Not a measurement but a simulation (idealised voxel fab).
process module | voxel local oxidation
cross-section cut | 265 nm wide | cells 5 nm
A cross-section is a grid of square cells, given in bands from the top down. A band is one or more rows of cells.
Each band's line starts with the height of the band's top and of its bottom, in nm. Then come its materials from left to right, each with its width in nm. One material with "throughout" fills the band from edge to edge. "air" is empty space.
Height 0 is the level under which the wafer as received is all one material. The lowest band goes on downwards, as in "0 down".
A width such as "30 to 40" changes by the same amount from each row of cells to the next, from the band's top row to its bottom row.
"no change" after a step means that no cell of the cross-section changed.
closed voids: empty space of 8 cells or more with no open way to the top, each as width x height at its distance from the left edge, in nm
after a step's settings: what the simulator itself notes on the step
overlay nm, on a step with a mask: how far to the right of its planned place the mask lay; to the left if negative
plan
1 op RECEIVE | material Si
2 op CONFORMAL_DEP | material SiO2 | thk nm 5
3 op CONFORMAL_DEP | material SiN | thk nm 15
4 op MASKED_ETCH | tone cover | mask id ACTIVE | width nm 85 | pitch nm 120 | etch materials SiN | depth nm 15 | overlay nm 0
5 op SELECTIVE_ETCH | etch materials SiO2 | depth nm 5
6 op OXIDIZE | depth nm 10
7 op STRIP | etch materials SiN
varied across the wafers: width nm of step 4. The plan shows the first wafer's value. All wafers start alike
first wafer as received, after step 1
  0 down: Si throughout
  closed voids: none
each wafer at the end: cells of each material gained (+) or lost (-) since it was received, then its closed voids
width nm 85 | -62 Si | +92 SiO2 | closed voids: none
width nm 90 | -58 Si | +90 SiO2 | closed voids: none
width nm 95 | -54 Si | +88 SiO2 | closed voids: none
width nm 100 | -50 Si | +86 SiO2 | closed voids: none
width nm 105 | -46 Si | +84 SiO2 | closed voids: none
